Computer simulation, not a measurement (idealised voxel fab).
Module name: voxel self aligned vias (process module)
Cross-section cut: width 245 nm, square cells of 5 nm.
Throughout this document, each cross-section is represented as a grid of square cells and is presented as a sequence of bands enumerated from the top downward, where a band comprises one or more rows of cells.
First you get the band's top height and its bottom height, in nm, and then the materials it's made of, left to right, with each width in nm. If you see a single material with "everywhere", that one covers the band edge to edge. "air" is empty space.
We count height from 0. Below that, the starting wafer is all one material. The lowest band never ends at the bottom but goes on down; see "0 nm and below" for how that is written.
Per-row width for "30 to 40": begins at first number (top row of band), ends at second number (bottom row), increment between rows held constant.
"no alterations made" after a step means that no cell of the cross-section changed.
Closed empty spaces (no open way to the top) of 8 cells or more are what "Closed void catalog" lists, each as width x height at distance from the left edge, nm for all three.
The remark found on a step's line after its settings is issued by the simulator itself and pertains to that step.
"overlay nm" answers the question of how far to the right of plan the mask lay on a step that has a mask, and when it is negative the answer is to the left.
Heads up before you read on: it's before/after pairs around one process step each, after side only down to the lowest band that changed, step plus settings under the pair. Pairs can be from different runs of this module, same starting wafer, so only chain a pair onto the one above if its "Geometry before processing" entry says so.

### Geometry before processing
    0 nm and below | Si everywhere
    Closed void catalog: none

### Resulting Cross-Section
    10 nm to 0 nm | SiO2 everywhere
    Beneath the level 0, the cross-section is identical to its previous state.
    Closed void catalog: none
Going from the before section above to the after section, the step was CONFORMAL_DEP | material SiO2 | thk nm 10

Geometry before processing: the after view from the pair directly above serves as the before view here.

### Resulting Cross-Section
    15 nm to 10 nm | SiCN everywhere
    Beneath the level 10, the cross-section is identical to its previous state.
    Closed void catalog: none
Going from the before section above to the after section, the step was CONFORMAL_DEP | material SiCN | thk nm 5

Geometry before processing: the after view from the pair directly above serves as the before view here.

### Resulting Cross-Section
    40 nm to 15 nm | lowk everywhere
    Beneath the level 15, the cross-section is identical to its previous state.
    Closed void catalog: none
Going from the before section above to the after section, the step was DIRECTIONAL_DEP | material lowk | thk nm 25

Geometry before processing: the after view from the pair directly above serves as the before view here.

### Resulting Cross-Section
    55 nm to 40 nm | 40 nm resist | 30 nm air | 35 nm resist | 30 nm air | 35 nm resist | 30 nm air | 45 nm resist
    Beneath the level 40, the cross-section is identical to its previous state.
    Closed void catalog: none
Going from the before section above to the after section, the step was PATTERN | tone open | mask id LINES | material resist | width nm 30 | pitch nm 65 | thk nm 15 | overlay nm 0

Geometry before processing: the after view from the pair directly above serves as the before view here.

### Resulting Cross-Section
    55 nm to 40 nm | 40 nm resist | 30 nm air | 35 nm resist | 30 nm air | 35 nm resist | 30 nm air | 45 nm resist
    40 nm to 15 nm | 40 nm lowk | 30 nm air | 35 nm lowk | 30 nm air | 35 nm lowk | 30 nm air | 45 nm lowk
    Beneath the level 15, the cross-section is identical to its previous state.
    Closed void catalog: none
Going from the before section above to the after section, the step was DIRECTIONAL_ETCH | etch materials lowk | depth nm 25

Geometry before processing: the after view from the pair directly above serves as the before view here.

### Resulting Cross-Section
    40 nm to 15 nm | 40 nm lowk | 30 nm air | 35 nm lowk | 30 nm air | 35 nm lowk | 30 nm air | 45 nm lowk
    Beneath the level 15, the cross-section is identical to its previous state.
    Closed void catalog: none
Going from the before section above to the after section, the step was STRIP | etch materials resist

Geometry before processing: the after view from the pair directly above serves as the before view here.

### Resulting Cross-Section
    45 nm to 40 nm | 45 nm TiN | 20 nm air | 45 nm TiN | 20 nm air | 45 nm TiN | 20 nm air | 50 nm TiN
    40 nm to 20 nm | 40 nm lowk | 5 nm TiN | 20 nm air | 5 nm TiN | 35 nm lowk | 5 nm TiN | 20 nm air | 5 nm TiN | 35 nm lowk | 5 nm TiN | 20 nm air | 5 nm TiN | 45 nm lowk
    20 nm to 15 nm | 40 nm lowk | 30 nm TiN | 35 nm lowk | 30 nm TiN | 35 nm lowk | 30 nm TiN | 45 nm lowk
    Beneath the level 15, the cross-section is identical to its previous state.
    Closed void catalog: none
Going from the before section above to the after section, the step was CONFORMAL_DEP | material TiN | thk nm 5

Geometry before processing: the after view from the pair directly above serves as the before view here.

### Resulting Cross-Section
    55 nm to 45 nm | Ru everywhere
    45 nm to 40 nm | 45 nm TiN | 20 nm Ru | 45 nm TiN | 20 nm Ru | 45 nm TiN | 20 nm Ru | 50 nm TiN
    40 nm to 20 nm | 40 nm lowk | 5 nm TiN | 20 nm Ru | 5 nm TiN | 35 nm lowk | 5 nm TiN | 20 nm Ru | 5 nm TiN | 35 nm lowk | 5 nm TiN | 20 nm Ru | 5 nm TiN | 45 nm lowk
    Beneath the level 20, the cross-section is identical to its previous state.
    Closed void catalog: none
Going from the before section above to the after section, the step was FILL_DEP | material Ru | thk nm 10

Geometry before processing: the after view from the pair directly above serves as the before view here.

### Resulting Cross-Section
    40 nm to 20 nm | 40 nm lowk | 5 nm TiN | 20 nm Ru | 5 nm TiN | 35 nm lowk | 5 nm TiN | 20 nm Ru | 5 nm TiN | 35 nm lowk | 5 nm TiN | 20 nm Ru | 5 nm TiN | 45 nm lowk
    Beneath the level 20, the cross-section is identical to its previous state.
    Closed void catalog: none
Going from the before section above to the after section, the step was CMP | height nm 40

Geometry before processing: the after view from the pair directly above serves as the before view here.

### Resulting Cross-Section
    40 nm to 30 nm | 40 nm lowk | 30 nm air | 35 nm lowk | 30 nm air | 35 nm lowk | 30 nm air | 45 nm lowk
    Beneath the level 30, the cross-section is identical to its previous state.
    Closed void catalog: none
Going from the before section above to the after section, the step was SELECTIVE_ETCH | etch materials W Ru TiN | depth nm 10

Geometry before processing: the after view from the pair directly above serves as the before view here.

### Resulting Cross-Section
    45 nm to 40 nm | SiN everywhere
    40 nm to 30 nm | 40 nm lowk | 30 nm SiN | 35 nm lowk | 30 nm SiN | 35 nm lowk | 30 nm SiN | 45 nm lowk
    Beneath the level 30, the cross-section is identical to its previous state.
    Closed void catalog: none
Going from the before section above to the after section, the step was FILL_DEP | material SiN | thk nm 5

Geometry before processing: the after view from the pair directly above serves as the before view here.

### Resulting Cross-Section
    40 nm to 30 nm | 40 nm lowk | 30 nm SiN | 35 nm lowk | 30 nm SiN | 35 nm lowk | 30 nm SiN | 45 nm lowk
    Beneath the level 30, the cross-section is identical to its previous state.
    Closed void catalog: none
Going from the before section above to the after section, the step was CMP | height nm 40

Geometry before processing: the after view from the pair directly above serves as the before view here.

### Resulting Cross-Section
    55 nm to 40 nm | lowk everywhere
    Beneath the level 40, the cross-section is identical to its previous state.
    Closed void catalog: none
Going from the before section above to the after section, the step was DIRECTIONAL_DEP | material lowk | thk nm 15

Geometry before processing: the after view from the pair directly above serves as the before view here.

### Resulting Cross-Section
    55 nm to 40 nm | 35 nm lowk | 40 nm air | 25 nm lowk | 40 nm air | 25 nm lowk | 40 nm air | 40 nm lowk
    Beneath the level 40, the cross-section is identical to its previous state.
    Closed void catalog: none
Going from the before section above to the after section, the step was MASKED_ETCH | tone open | mask id VIAS | width nm 40 | pitch nm 65 | etch materials lowk | depth nm 15 | overlay nm 0

Geometry before processing: the after view from the pair directly above serves as the before view here.

### Resulting Cross-Section
    55 nm to 40 nm | 35 nm lowk | 40 nm air | 25 nm lowk | 40 nm air | 25 nm lowk | 40 nm air | 40 nm lowk
    40 nm to 30 nm | 40 nm lowk | 30 nm air | 35 nm lowk | 30 nm air | 35 nm lowk | 30 nm air | 45 nm lowk
    Beneath the level 30, the cross-section is identical to its previous state.
    Closed void catalog: none
Going from the before section above to the after section, the step was MASKED_ETCH | tone open | mask id VIAS | width nm 40 | pitch nm 65 | etch materials SiN | depth nm 10 | overlay nm 0

Geometry before processing: the after view from the pair directly above serves as the before view here.

### Resulting Cross-Section
    60 nm to 55 nm | 40 nm TiN | 30 nm air | 35 nm TiN | 30 nm air | 35 nm TiN | 30 nm air | 45 nm TiN
    55 nm to 45 nm | 35 nm lowk | 5 nm TiN | 30 nm air | 5 nm TiN | 25 nm lowk | 5 nm TiN | 30 nm air | 5 nm TiN | 25 nm lowk | 5 nm TiN | 30 nm air | 5 nm TiN | 40 nm lowk
    45 nm to 35 nm | 35 to 40 nm lowk | 10 to 5 nm TiN | 20 nm air | 10 to 5 nm TiN | 25 to 35 nm lowk | 10 to 5 nm TiN | 20 nm air | 10 to 5 nm TiN | 25 to 35 nm lowk | 10 to 5 nm TiN | 20 nm air | 10 to 5 nm TiN | 40 to 45 nm lowk
    35 nm to 30 nm | 40 nm lowk | 30 nm TiN | 35 nm lowk | 30 nm TiN | 35 nm lowk | 30 nm TiN | 45 nm lowk
    Beneath the level 30, the cross-section is identical to its previous state.
    Closed void catalog: none
Going from the before section above to the after section, the step was CONFORMAL_DEP | material TiN | thk nm 5

Geometry before processing: the after view from the pair directly above serves as the before view here.

### Resulting Cross-Section
    70 nm to 60 nm | Ru everywhere
    60 nm to 55 nm | 40 nm TiN | 30 nm Ru | 35 nm TiN | 30 nm Ru | 35 nm TiN | 30 nm Ru | 45 nm TiN
    55 nm to 45 nm | 35 nm lowk | 5 nm TiN | 30 nm Ru | 5 nm TiN | 25 nm lowk | 5 nm TiN | 30 nm Ru | 5 nm TiN | 25 nm lowk | 5 nm TiN | 30 nm Ru | 5 nm TiN | 40 nm lowk
    45 nm to 35 nm | 35 to 40 nm lowk | 10 to 5 nm TiN | 20 nm Ru | 10 to 5 nm TiN | 25 to 35 nm lowk | 10 to 5 nm TiN | 20 nm Ru | 10 to 5 nm TiN | 25 to 35 nm lowk | 10 to 5 nm TiN | 20 nm Ru | 10 to 5 nm TiN | 40 to 45 nm lowk
    Beneath the level 35, the cross-section is identical to its previous state.
    Closed void catalog: none
Going from the before section above to the after section, the step was FILL_DEP | material Ru | thk nm 10

Geometry before processing: the after view from the pair directly above serves as the before view here.

### Resulting Cross-Section
    55 nm to 45 nm | 35 nm lowk | 5 nm TiN | 30 nm Ru | 5 nm TiN | 25 nm lowk | 5 nm TiN | 30 nm Ru | 5 nm TiN | 25 nm lowk | 5 nm TiN | 30 nm Ru | 5 nm TiN | 40 nm lowk
    Beneath the level 45, the cross-section is identical to its previous state.
    Closed void catalog: none
Going from the before section above to the after section, the step was CMP | height nm 55

Geometry before processing: the after view from the pair directly above serves as the before view here.

### Resulting Cross-Section
    60 nm to 55 nm | SiN everywhere
    Beneath the level 55, the cross-section is identical to its previous state.
    Closed void catalog: none
Going from the before section above to the after section, the step was CONFORMAL_DEP | material SiN | thk nm 5

### Geometry before processing
    70 nm to 60 nm | Ru everywhere
    60 nm to 55 nm | 40 nm TiN | 30 nm Ru | 35 nm TiN | 30 nm Ru | 35 nm TiN | 30 nm Ru | 45 nm TiN
    55 nm to 45 nm | 35 nm lowk | 5 nm TiN | 30 nm Ru | 5 nm TiN | 25 nm lowk | 5 nm TiN | 30 nm Ru | 5 nm TiN | 25 nm lowk | 5 nm TiN | 30 nm Ru | 5 nm TiN | 40 nm lowk
    45 nm to 35 nm | 35 to 40 nm lowk | 10 to 5 nm TiN | 20 nm Ru | 10 to 5 nm TiN | 25 to 35 nm lowk | 10 to 5 nm TiN | 20 nm Ru | 10 to 5 nm TiN | 25 to 35 nm lowk | 10 to 5 nm TiN | 20 nm Ru | 10 to 5 nm TiN | 40 to 45 nm lowk
    35 nm to 30 nm | 40 nm lowk | 30 nm TiN | 35 nm lowk | 30 nm TiN | 35 nm lowk | 30 nm TiN | 45 nm lowk
    30 nm to 20 nm | 40 nm lowk | 5 nm TiN | 20 nm Ru | 5 nm TiN | 35 nm lowk | 5 nm TiN | 20 nm Ru | 5 nm TiN | 35 nm lowk | 5 nm TiN | 20 nm Ru | 5 nm TiN | 45 nm lowk
    20 nm to 15 nm | 40 nm lowk | 30 nm TiN | 35 nm lowk | 30 nm TiN | 35 nm lowk | 30 nm TiN | 45 nm lowk
    15 nm to 10 nm | SiCN everywhere
    10 nm to 0 nm | SiO2 everywhere
    0 nm and below | Si everywhere
    Closed void catalog: none

### Resulting Cross-Section
    75 nm to 70 nm | SiN everywhere
    Beneath the level 70, the cross-section is identical to its previous state.
    Closed void catalog: none
Going from the before section above to the after section, the step was CONFORMAL_DEP | material SiN | thk nm 5

### Geometry before processing
    55 nm to 40 nm | 35 nm lowk | 40 nm air | 25 nm lowk | 40 nm air | 25 nm lowk | 40 nm air | 40 nm lowk
    40 nm to 30 nm | 40 nm lowk | 30 nm SiN | 35 nm lowk | 30 nm SiN | 35 nm lowk | 30 nm SiN | 45 nm lowk
    30 nm to 20 nm | 40 nm lowk | 5 nm TiN | 20 nm Ru | 5 nm TiN | 35 nm lowk | 5 nm TiN | 20 nm Ru | 5 nm TiN | 35 nm lowk | 5 nm TiN | 20 nm Ru | 5 nm TiN | 45 nm lowk
    20 nm to 15 nm | 40 nm lowk | 30 nm TiN | 35 nm lowk | 30 nm TiN | 35 nm lowk | 30 nm TiN | 45 nm lowk
    15 nm to 10 nm | SiCN everywhere
    10 nm to 0 nm | SiO2 everywhere
    0 nm and below | Si everywhere
    Closed void catalog: none

### Resulting Cross-Section
    55 nm to 40 nm | 35 nm lowk | 40 nm air | 25 nm lowk | 40 nm air | 25 nm lowk | 40 nm air | 40 nm lowk
    40 nm to 30 nm | 35 nm lowk | 5 nm air | 30 nm SiN | 5 nm air | 25 nm lowk | 5 nm air | 30 nm SiN | 5 nm air | 25 nm lowk | 5 nm air | 30 nm SiN | 5 nm air | 40 nm lowk
    30 nm to 25 nm | 35 nm lowk | 5 nm air | 5 nm TiN | 20 nm Ru | 5 nm TiN | 5 nm air | 25 nm lowk | 5 nm air | 5 nm TiN | 20 nm Ru | 5 nm TiN | 5 nm air | 25 nm lowk | 5 nm air | 5 nm TiN | 20 nm Ru | 5 nm TiN | 5 nm air | 40 nm lowk
    Beneath the level 25, the cross-section is identical to its previous state.
    Closed void catalog: none
Going from the before section above to the after section, the step was MASKED_ETCH | tone open | mask id VIAS | width nm 40 | pitch nm 65 | etch materials lowk | depth nm 15 | overlay nm 0

Geometry before processing: the after view from the pair directly above serves as the before view here.

### Resulting Cross-Section
    55 nm to 30 nm | 35 nm lowk | 40 nm air | 25 nm lowk | 40 nm air | 25 nm lowk | 40 nm air | 40 nm lowk
    Beneath the level 30, the cross-section is identical to its previous state.
    Closed void catalog: none
Going from the before section above to the after section, the step was MASKED_ETCH | tone open | mask id VIAS | width nm 40 | pitch nm 65 | etch materials SiN | depth nm 10 | overlay nm 0

Geometry before processing: the after view from the pair directly above serves as the before view here.

### Resulting Cross-Section
    60 nm to 55 nm | 40 nm TiN | 30 nm air | 35 nm TiN | 30 nm air | 35 nm TiN | 30 nm air | 45 nm TiN
    55 nm to 35 nm | 35 nm lowk | 5 nm TiN | 30 nm air | 5 nm TiN | 25 nm lowk | 5 nm TiN | 30 nm air | 5 nm TiN | 25 nm lowk | 5 nm TiN | 30 nm air | 5 nm TiN | 40 nm lowk
    35 nm to 30 nm | 35 nm lowk | 40 nm TiN | 25 nm lowk | 40 nm TiN | 25 nm lowk | 40 nm TiN | 40 nm lowk
    30 nm to 20 nm | 35 to 40 nm lowk | 10 to 5 nm TiN | 20 nm Ru | 10 to 5 nm TiN | 25 to 35 nm lowk | 10 to 5 nm TiN | 20 nm Ru | 10 to 5 nm TiN | 25 to 35 nm lowk | 10 to 5 nm TiN | 20 nm Ru | 10 to 5 nm TiN | 40 to 45 nm lowk
    Beneath the level 20, the cross-section is identical to its previous state.
    Closed void catalog: none
Going from the before section above to the after section, the step was CONFORMAL_DEP | material TiN | thk nm 5

Geometry before processing: the after view from the pair directly above serves as the before view here.

### Resulting Cross-Section
    70 nm to 60 nm | Ru everywhere
    60 nm to 55 nm | 40 nm TiN | 30 nm Ru | 35 nm TiN | 30 nm Ru | 35 nm TiN | 30 nm Ru | 45 nm TiN
    55 nm to 35 nm | 35 nm lowk | 5 nm TiN | 30 nm Ru | 5 nm TiN | 25 nm lowk | 5 nm TiN | 30 nm Ru | 5 nm TiN | 25 nm lowk | 5 nm TiN | 30 nm Ru | 5 nm TiN | 40 nm lowk
    Beneath the level 35, the cross-section is identical to its previous state.
    Closed void catalog: none
Going from the before section above to the after section, the step was FILL_DEP | material Ru | thk nm 10

Geometry before processing: the after view from the pair directly above serves as the before view here.

### Resulting Cross-Section
    55 nm to 35 nm | 35 nm lowk | 5 nm TiN | 30 nm Ru | 5 nm TiN | 25 nm lowk | 5 nm TiN | 30 nm Ru | 5 nm TiN | 25 nm lowk | 5 nm TiN | 30 nm Ru | 5 nm TiN | 40 nm lowk
    Beneath the level 35, the cross-section is identical to its previous state.
    Closed void catalog: none
Going from the before section above to the after section, the step was CMP | height nm 55

Geometry before processing: the after view from the pair directly above serves as the before view here.

### Resulting Cross-Section
    60 nm to 55 nm | SiN everywhere
    Beneath the level 55, the cross-section is identical to its previous state.
    Closed void catalog: none
Going from the before section above to the after section, the step was CONFORMAL_DEP | material SiN | thk nm 5

### Geometry before processing
    0 nm and below | Si everywhere
    Closed void catalog: none

### Resulting Cross-Section
    5 nm to 0 nm | SiCN everywhere
    Beneath the level 0, the cross-section is identical to its previous state.
    Closed void catalog: none
Going from the before section above to the after section, the step was CONFORMAL_DEP | material SiCN | thk nm 5

Geometry before processing: the after view from the pair directly above serves as the before view here.

### Resulting Cross-Section
    15 nm to 5 nm | SiO2 everywhere
    Beneath the level 5, the cross-section is identical to its previous state.
    Closed void catalog: none
Going from the before section above to the after section, the step was CONFORMAL_DEP | material SiO2 | thk nm 10

Geometry before processing: the after view from the pair directly above serves as the before view here.

### Resulting Cross-Section
    40 nm to 15 nm | lowk everywhere
    Beneath the level 15, the cross-section is identical to its previous state.
    Closed void catalog: none
Going from the before section above to the after section, the step was DIRECTIONAL_DEP | material lowk | thk nm 25

Geometry before processing: the after view from the pair directly above serves as the before view here.

### Resulting Cross-Section
    55 nm to 40 nm | 40 nm resist | 30 nm air | 35 nm resist | 30 nm air | 35 nm resist | 30 nm air | 45 nm resist
    Beneath the level 40, the cross-section is identical to its previous state.
    Closed void catalog: none
Going from the before section above to the after section, the step was PATTERN | tone open | mask id LINES | material resist | width nm 30 | pitch nm 65 | thk nm 15 | overlay nm 0

Geometry before processing: the after view from the pair directly above serves as the before view here.

### Resulting Cross-Section
    55 nm to 40 nm | 40 nm resist | 30 nm air | 35 nm resist | 30 nm air | 35 nm resist | 30 nm air | 45 nm resist
    40 nm to 15 nm | 40 nm lowk | 30 nm air | 35 nm lowk | 30 nm air | 35 nm lowk | 30 nm air | 45 nm lowk
    Beneath the level 15, the cross-section is identical to its previous state.
    Closed void catalog: none
Going from the before section above to the after section, the step was DIRECTIONAL_ETCH | etch materials lowk | depth nm 25

Geometry before processing: the after view from the pair directly above serves as the before view here.

### Resulting Cross-Section
    40 nm to 15 nm | 40 nm lowk | 30 nm air | 35 nm lowk | 30 nm air | 35 nm lowk | 30 nm air | 45 nm lowk
    Beneath the level 15, the cross-section is identical to its previous state.
    Closed void catalog: none
Going from the before section above to the after section, the step was STRIP | etch materials resist

Geometry before processing: the after view from the pair directly above serves as the before view here.

### Resulting Cross-Section
    45 nm to 40 nm | 45 nm TiN | 20 nm air | 45 nm TiN | 20 nm air | 45 nm TiN | 20 nm air | 50 nm TiN
    40 nm to 20 nm | 40 nm lowk | 5 nm TiN | 20 nm air | 5 nm TiN | 35 nm lowk | 5 nm TiN | 20 nm air | 5 nm TiN | 35 nm lowk | 5 nm TiN | 20 nm air | 5 nm TiN | 45 nm lowk
    20 nm to 15 nm | 40 nm lowk | 30 nm TiN | 35 nm lowk | 30 nm TiN | 35 nm lowk | 30 nm TiN | 45 nm lowk
    Beneath the level 15, the cross-section is identical to its previous state.
    Closed void catalog: none
Going from the before section above to the after section, the step was CONFORMAL_DEP | material TiN | thk nm 5

Geometry before processing: the after view from the pair directly above serves as the before view here.

### Resulting Cross-Section
    55 nm to 45 nm | Ru everywhere
    45 nm to 40 nm | 45 nm TiN | 20 nm Ru | 45 nm TiN | 20 nm Ru | 45 nm TiN | 20 nm Ru | 50 nm TiN
    40 nm to 20 nm | 40 nm lowk | 5 nm TiN | 20 nm Ru | 5 nm TiN | 35 nm lowk | 5 nm TiN | 20 nm Ru | 5 nm TiN | 35 nm lowk | 5 nm TiN | 20 nm Ru | 5 nm TiN | 45 nm lowk
    Beneath the level 20, the cross-section is identical to its previous state.
    Closed void catalog: none
Going from the before section above to the after section, the step was FILL_DEP | material Ru | thk nm 10

Geometry before processing: the after view from the pair directly above serves as the before view here.

### Resulting Cross-Section
    40 nm to 20 nm | 40 nm lowk | 5 nm TiN | 20 nm Ru | 5 nm TiN | 35 nm lowk | 5 nm TiN | 20 nm Ru | 5 nm TiN | 35 nm lowk | 5 nm TiN | 20 nm Ru | 5 nm TiN | 45 nm lowk
    Beneath the level 20, the cross-section is identical to its previous state.
    Closed void catalog: none
Going from the before section above to the after section, the step was CMP | height nm 40

Geometry before processing: the after view from the pair directly above serves as the before view here.

### Resulting Cross-Section
    40 nm to 30 nm | 40 nm lowk | 30 nm air | 35 nm lowk | 30 nm air | 35 nm lowk | 30 nm air | 45 nm lowk
    Beneath the level 30, the cross-section is identical to its previous state.
    Closed void catalog: none
Going from the before section above to the after section, the step was SELECTIVE_ETCH | etch materials W Ru TiN | depth nm 10

Geometry before processing: the after view from the pair directly above serves as the before view here.

### Resulting Cross-Section
    45 nm to 40 nm | SiN everywhere
    40 nm to 30 nm | 40 nm lowk | 30 nm SiN | 35 nm lowk | 30 nm SiN | 35 nm lowk | 30 nm SiN | 45 nm lowk
    Beneath the level 30, the cross-section is identical to its previous state.
    Closed void catalog: none
Going from the before section above to the after section, the step was FILL_DEP | material SiN | thk nm 5

Geometry before processing: the after view from the pair directly above serves as the before view here.

### Resulting Cross-Section
    40 nm to 30 nm | 40 nm lowk | 30 nm SiN | 35 nm lowk | 30 nm SiN | 35 nm lowk | 30 nm SiN | 45 nm lowk
    Beneath the level 30, the cross-section is identical to its previous state.
    Closed void catalog: none
Going from the before section above to the after section, the step was CMP | height nm 40

Geometry before processing: the after view from the pair directly above serves as the before view here.

### Resulting Cross-Section
    55 nm to 40 nm | lowk everywhere
    Beneath the level 40, the cross-section is identical to its previous state.
    Closed void catalog: none
Going from the before section above to the after section, the step was DIRECTIONAL_DEP | material lowk | thk nm 15

Geometry before processing: the after view from the pair directly above serves as the before view here.

### Resulting Cross-Section
    55 nm to 40 nm | 35 nm lowk | 40 nm air | 25 nm lowk | 40 nm air | 25 nm lowk | 40 nm air | 40 nm lowk
    Beneath the level 40, the cross-section is identical to its previous state.
    Closed void catalog: none
Going from the before section above to the after section, the step was MASKED_ETCH | tone open | mask id VIAS | width nm 40 | pitch nm 65 | etch materials lowk | depth nm 15 | overlay nm 0

Geometry before processing: the after view from the pair directly above serves as the before view here.

### Resulting Cross-Section
    55 nm to 40 nm | 35 nm lowk | 40 nm air | 25 nm lowk | 40 nm air | 25 nm lowk | 40 nm air | 40 nm lowk
    40 nm to 30 nm | 40 nm lowk | 30 nm air | 35 nm lowk | 30 nm air | 35 nm lowk | 30 nm air | 45 nm lowk
    Beneath the level 30, the cross-section is identical to its previous state.
    Closed void catalog: none
Going from the before section above to the after section, the step was MASKED_ETCH | tone open | mask id VIAS | width nm 40 | pitch nm 65 | etch materials SiN | depth nm 10 | overlay nm 0

Geometry before processing: the after view from the pair directly above serves as the before view here.

### Resulting Cross-Section
    60 nm to 55 nm | 40 nm TiN | 30 nm air | 35 nm TiN | 30 nm air | 35 nm TiN | 30 nm air | 45 nm TiN
    55 nm to 45 nm | 35 nm lowk | 5 nm TiN | 30 nm air | 5 nm TiN | 25 nm lowk | 5 nm TiN | 30 nm air | 5 nm TiN | 25 nm lowk | 5 nm TiN | 30 nm air | 5 nm TiN | 40 nm lowk
    45 nm to 35 nm | 35 to 40 nm lowk | 10 to 5 nm TiN | 20 nm air | 10 to 5 nm TiN | 25 to 35 nm lowk | 10 to 5 nm TiN | 20 nm air | 10 to 5 nm TiN | 25 to 35 nm lowk | 10 to 5 nm TiN | 20 nm air | 10 to 5 nm TiN | 40 to 45 nm lowk
    35 nm to 30 nm | 40 nm lowk | 30 nm TiN | 35 nm lowk | 30 nm TiN | 35 nm lowk | 30 nm TiN | 45 nm lowk
    Beneath the level 30, the cross-section is identical to its previous state.
    Closed void catalog: none
Going from the before section above to the after section, the step was CONFORMAL_DEP | material TiN | thk nm 5

Geometry before processing: the after view from the pair directly above serves as the before view here.

### Resulting Cross-Section
    70 nm to 60 nm | Ru everywhere
    60 nm to 55 nm | 40 nm TiN | 30 nm Ru | 35 nm TiN | 30 nm Ru | 35 nm TiN | 30 nm Ru | 45 nm TiN
    55 nm to 45 nm | 35 nm lowk | 5 nm TiN | 30 nm Ru | 5 nm TiN | 25 nm lowk | 5 nm TiN | 30 nm Ru | 5 nm TiN | 25 nm lowk | 5 nm TiN | 30 nm Ru | 5 nm TiN | 40 nm lowk
    45 nm to 35 nm | 35 to 40 nm lowk | 10 to 5 nm TiN | 20 nm Ru | 10 to 5 nm TiN | 25 to 35 nm lowk | 10 to 5 nm TiN | 20 nm Ru | 10 to 5 nm TiN | 25 to 35 nm lowk | 10 to 5 nm TiN | 20 nm Ru | 10 to 5 nm TiN | 40 to 45 nm lowk
    Beneath the level 35, the cross-section is identical to its previous state.
    Closed void catalog: none
Going from the before section above to the after section, the step was FILL_DEP | material Ru | thk nm 10

Geometry before processing: the after view from the pair directly above serves as the before view here.

### Resulting Cross-Section
    55 nm to 45 nm | 35 nm lowk | 5 nm TiN | 30 nm Ru | 5 nm TiN | 25 nm lowk | 5 nm TiN | 30 nm Ru | 5 nm TiN | 25 nm lowk | 5 nm TiN | 30 nm Ru | 5 nm TiN | 40 nm lowk
    Beneath the level 45, the cross-section is identical to its previous state.
    Closed void catalog: none
Going from the before section above to the after section, the step was CMP | height nm 55

Geometry before processing: the after view from the pair directly above serves as the before view here.

### Resulting Cross-Section
    60 nm to 55 nm | SiN everywhere
    Beneath the level 55, the cross-section is identical to its previous state.
    Closed void catalog: none
Going from the before section above to the after section, the step was CONFORMAL_DEP | material SiN | thk nm 5

### Geometry before processing
    55 nm to 40 nm | lowk everywhere
    40 nm to 30 nm | 40 nm lowk | 30 nm SiN | 35 nm lowk | 30 nm SiN | 35 nm lowk | 30 nm SiN | 45 nm lowk
    30 nm to 20 nm | 40 nm lowk | 5 nm TiN | 20 nm Ru | 5 nm TiN | 35 nm lowk | 5 nm TiN | 20 nm Ru | 5 nm TiN | 35 nm lowk | 5 nm TiN | 20 nm Ru | 5 nm TiN | 45 nm lowk
    20 nm to 15 nm | 40 nm lowk | 30 nm TiN | 35 nm lowk | 30 nm TiN | 35 nm lowk | 30 nm TiN | 45 nm lowk
    15 nm to 10 nm | SiCN everywhere
    10 nm to 0 nm | SiO2 everywhere
    0 nm and below | Si everywhere
    Closed void catalog: none

### Resulting Cross-Section
    55 nm to 40 nm | 35 nm lowk | 40 nm air | 25 nm lowk | 40 nm air | 25 nm lowk | 40 nm air | 40 nm lowk
    40 nm to 30 nm | 35 nm lowk | 5 nm air | 30 nm SiN | 5 nm air | 25 nm lowk | 5 nm air | 30 nm SiN | 5 nm air | 25 nm lowk | 5 nm air | 30 nm SiN | 5 nm air | 40 nm lowk
    Beneath the level 30, the cross-section is identical to its previous state.
    Closed void catalog: none
Going from the before section above to the after section, the step was MASKED_ETCH | tone open | mask id VIAS | width nm 40 | pitch nm 65 | etch materials lowk | depth nm 25 | overlay nm 0

Geometry before processing: the after view from the pair directly above serves as the before view here.

### Resulting Cross-Section
    55 nm to 30 nm | 35 nm lowk | 40 nm air | 25 nm lowk | 40 nm air | 25 nm lowk | 40 nm air | 40 nm lowk
    Beneath the level 30, the cross-section is identical to its previous state.
    Closed void catalog: none
Going from the before section above to the after section, the step was MASKED_ETCH | tone open | mask id VIAS | width nm 40 | pitch nm 65 | etch materials SiN | depth nm 10 | overlay nm 0

Geometry before processing: the after view from the pair directly above serves as the before view here.

### Resulting Cross-Section
    60 nm to 55 nm | 40 nm TiN | 30 nm air | 35 nm TiN | 30 nm air | 35 nm TiN | 30 nm air | 45 nm TiN
    55 nm to 35 nm | 35 nm lowk | 5 nm TiN | 30 nm air | 5 nm TiN | 25 nm lowk | 5 nm TiN | 30 nm air | 5 nm TiN | 25 nm lowk | 5 nm TiN | 30 nm air | 5 nm TiN | 40 nm lowk
    35 nm to 30 nm | 35 nm lowk | 40 nm TiN | 25 nm lowk | 40 nm TiN | 25 nm lowk | 40 nm TiN | 40 nm lowk
    Beneath the level 30, the cross-section is identical to its previous state.
    Closed void catalog: none
Going from the before section above to the after section, the step was CONFORMAL_DEP | material TiN | thk nm 5

Geometry before processing: the after view from the pair directly above serves as the before view here.

### Resulting Cross-Section
    70 nm to 60 nm | Ru everywhere
    60 nm to 55 nm | 40 nm TiN | 30 nm Ru | 35 nm TiN | 30 nm Ru | 35 nm TiN | 30 nm Ru | 45 nm TiN
    55 nm to 35 nm | 35 nm lowk | 5 nm TiN | 30 nm Ru | 5 nm TiN | 25 nm lowk | 5 nm TiN | 30 nm Ru | 5 nm TiN | 25 nm lowk | 5 nm TiN | 30 nm Ru | 5 nm TiN | 40 nm lowk
    Beneath the level 35, the cross-section is identical to its previous state.
    Closed void catalog: none
Going from the before section above to the after section, the step was FILL_DEP | material Ru | thk nm 10

Geometry before processing: the after view from the pair directly above serves as the before view here.

### Resulting Cross-Section
    55 nm to 35 nm | 35 nm lowk | 5 nm TiN | 30 nm Ru | 5 nm TiN | 25 nm lowk | 5 nm TiN | 30 nm Ru | 5 nm TiN | 25 nm lowk | 5 nm TiN | 30 nm Ru | 5 nm TiN | 40 nm lowk
    Beneath the level 35, the cross-section is identical to its previous state.
    Closed void catalog: none
Going from the before section above to the after section, the step was CMP | height nm 55

Geometry before processing: the after view from the pair directly above serves as the before view here.

### Resulting Cross-Section
    60 nm to 55 nm | SiN everywhere
    Beneath the level 55, the cross-section is identical to its previous state.
    Closed void catalog: none
Going from the before section above to the after section, the step was CONFORMAL_DEP | material SiN | thk nm 5
